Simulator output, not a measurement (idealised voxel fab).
You're looking at the process module voxel double patterning.
The cross-section on display is named cut; it measures 265 nm wide, and its cells are 5 nm squares.
Throughout this document, each cross-section is represented as a grid of square cells and is presented as a sequence of bands enumerated from the top downward, where a band comprises one or more rows of cells.
Per band: top height and bottom height in nm, followed by the left-to-right materials and their widths in nm; "everywhere" marks a single material spanning edge to edge, "blank" marks empty space.
Counting heights begins at 0, where everything beneath is, in the wafer as received, one material. The lowest band has no bottom; it goes on downwards, as "0 and below" shows.
Width spec "30->40" -> top row of cells at first value, bottom row at second value, equal per-row change in between.
"remains unaltered" -> step changed no cross-section cell.
Each empty space that has no open way to the top and spans at least 8 cells appears under "Voids lacking openings" as width x height at distance, the distance counted from the left edge, all in nm.
Text after the settings on a step's line: the simulator's own remark on that step.
overlay nm: how far to the right of its planned place the mask lay on this masked step (negative: to the left).

[These are the steps we planned for the process]
1,RECEIVE with material Si
2,CONFORMAL_DEP with material SiO2, thk nm 5
3,DIRECTIONAL_DEP with material TiN, thk nm 15
4,DIRECTIONAL_DEP with material SiN, thk nm 5
5,MASKED_ETCH with tone open, mask id FIRST, width nm 15, pitch nm 50, etch materials SiN, depth nm 5, overlay nm 0
6,PATTERN with tone open, mask id SECOND, material resist, width nm 15, pitch nm 50, thk nm 15, overlay nm 0
7,DIRECTIONAL_ETCH with etch materials SiN, depth nm 5
8,STRIP with etch materials resist
9,DIRECTIONAL_ETCH with etch materials TiN, depth nm 15
10,STRIP with etch materials SiN

[On the first of the two wafers: run conducted according to plan]

[Wafer cross-section on receipt, i.e. after step 1]
* 0 and below  Si everywhere
* Voids lacking openings: none

[Step 2 done - wafer cross-section]
* 5 down to 0  SiO2 everywhere
* At heights below 0, the structure remains unaltered.

[Step 3 done - wafer cross-section]
* 20 down to 5  TiN everywhere
* At heights below 5, the structure remains unaltered.

[Step 4 done - wafer cross-section]
* 25 down to 20  SiN everywhere
* At heights below 20, the structure remains unaltered.

[Step 5 done - wafer cross-section]
* 25 down to 20  SiN 75  blank 15  SiN 35  blank 15  SiN 35  blank 15  SiN 75
* At heights below 20, the structure remains unaltered.

[Step 6 done - wafer cross-section]
* 40 down to 25  resist 100  blank 15  resist 35  blank 15  resist 100
* 25 down to 20  SiN 75  resist 15  SiN 35  resist 15  SiN 35  resist 15  SiN 75
* At heights below 20, the structure remains unaltered.

[Step 7 done - wafer cross-section]
* 40 down to 25  resist 100  blank 15  resist 35  blank 15  resist 100
* 25 down to 20  SiN 75  resist 15  SiN 10  blank 15  SiN 10  resist 15  SiN 10  blank 15  SiN 10  resist 15  SiN 75
* At heights below 20, the structure remains unaltered.

[Step 8 done - wafer cross-section]
* 25 down to 20  SiN 75  blank 15  SiN 10  blank 15  SiN 10  blank 15  SiN 10  blank 15  SiN 10  blank 15  SiN 75
* At heights below 20, the structure remains unaltered.

[Step 9 done - wafer cross-section]
* 25 down to 20  SiN 75  blank 15  SiN 10  blank 15  SiN 10  blank 15  SiN 10  blank 15  SiN 10  blank 15  SiN 75
* 20 down to 5  TiN 75  blank 15  TiN 10  blank 15  TiN 10  blank 15  TiN 10  blank 15  TiN 10  blank 15  TiN 75
* At heights below 5, the structure remains unaltered.

[Step 10 done - wafer cross-section]
* 20 down to 5  TiN 75  blank 15  TiN 10  blank 15  TiN 10  blank 15  TiN 10  blank 15  TiN 10  blank 15  TiN 75
* At heights below 5, the structure remains unaltered.

[For the second wafer, take the first wafer's start and plan, then add one mistake made in running it; everything through step 1, that step included, is shared with the first]

Cross-section of the second wafer when, according to plan, step 2 should have finished: remains unaltered

[Cross-section of the second wafer when, according to plan, step 3 should have finished]
* 15 down to 0  TiN everywhere
* At heights below 0, the structure remains unaltered.

[Cross-section of the second wafer when, according to plan, step 4 should have finished]
* 20 down to 15  SiN everywhere
* At heights below 15, the structure remains unaltered.

[Cross-section of the second wafer when, according to plan, step 5 should have finished]
* 20 down to 15  SiN 75  blank 15  SiN 35  blank 15  SiN 35  blank 15  SiN 75
* At heights below 15, the structure remains unaltered.

[Cross-section of the second wafer when, according to plan, step 6 should have finished]
* 35 down to 20  resist 100  blank 15  resist 35  blank 15  resist 100
* 20 down to 15  SiN 75  resist 15  SiN 35  resist 15  SiN 35  resist 15  SiN 75
* At heights below 15, the structure remains unaltered.

[Cross-section of the second wafer when, according to plan, step 7 should have finished]
* 35 down to 20  resist 100  blank 15  resist 35  blank 15  resist 100
* 20 down to 15  SiN 75  resist 15  SiN 10  blank 15  SiN 10  resist 15  SiN 10  blank 15  SiN 10  resist 15  SiN 75
* At heights below 15, the structure remains unaltered.

[Cross-section of the second wafer when, according to plan, step 8 should have finished]
* 20 down to 15  SiN 75  blank 15  SiN 10  blank 15  SiN 10  blank 15  SiN 10  blank 15  SiN 10  blank 15  SiN 75
* At heights below 15, the structure remains unaltered.

[Cross-section of the second wafer when, according to plan, step 9 should have finished]
* 20 down to 15  SiN 75  blank 15  SiN 10  blank 15  SiN 10  blank 15  SiN 10  blank 15  SiN 10  blank 15  SiN 75
* 15 down to 0  TiN 75  blank 15  TiN 10  blank 15  TiN 10  blank 15  TiN 10  blank 15  TiN 10  blank 15  TiN 75
* At heights below 0, the structure remains unaltered.

[Cross-section of the second wafer when, according to plan, step 10 should have finished]
* 15 down to 0  TiN 75  blank 15  TiN 10  blank 15  TiN 10  blank 15  TiN 10  blank 15  TiN 10  blank 15  TiN 75
* At heights below 0, the structure remains unaltered.
Run error: step 2 of the plan never got run, it was skipped over
Wafer comparison, final, in cells, second relative to first, materials more or fewer: 53 fewer of SiO2
